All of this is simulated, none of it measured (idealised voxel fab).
process module | voxel local oxidation
cross-section cut | 160 nm wide | cells 5 nm
A cross-section is a grid of square cells, given in bands from the top down. A band is one or more rows of cells.
Each band's line starts with the height of the band's top and of its bottom, in nm. Then come its materials from left to right, each with its width in nm. One material with "throughout" fills the band from edge to edge. "air" is empty space.
Height 0 is the level under which the wafer as received is all one material. The lowest band goes on downwards, as in "0 down".
A width such as "30 to 40" changes by the same amount from each row of cells to the next, from the band's top row to its bottom row.
"no change" after a step means that no cell of the cross-section changed.
closed voids: empty space of 8 cells or more with no open way to the top, each as width x height at its distance from the left edge, in nm
after a step's settings: what the simulator itself notes on the step
overlay nm, on a step with a mask: how far to the right of its planned place the mask lay; to the left if negative
plan
1 op RECEIVE | material Si
2 op CONFORMAL_DEP | material SiO2 | thk nm 5
3 op CONFORMAL_DEP | material SiN | thk nm 10
4 op PATTERN | tone cover | mask id ACTIVE | material resist | width nm 95 | thk nm 15 | overlay nm 0
5 op DIRECTIONAL_ETCH | etch materials SiN | depth nm 10
6 op STRIP | etch materials resist
7 op SELECTIVE_ETCH | etch materials SiO2 | depth nm 5
8 op OXIDIZE | depth nm 10
9 op STRIP | etch materials SiN
as received, after step 1
  0 down: Si throughout
  closed voids: none
first wafer at the end, as planned
  5 to 0: air 35 | SiO2 85 | air 40
  0 to -10: SiO2 45 | Si 65 | SiO2 50
  -10 down: Si throughout
  closed voids: none
second wafer at the end: like start, like plan, one mistake
  0 to -10: air 45 | Si 65 | air 50
  -10 down: Si throughout
  closed voids: none
what went wrong: step 9 ran as: op STRIP | etch materials SiO2
at the end the second wafer has, in cells: 55 fewer of SiO2
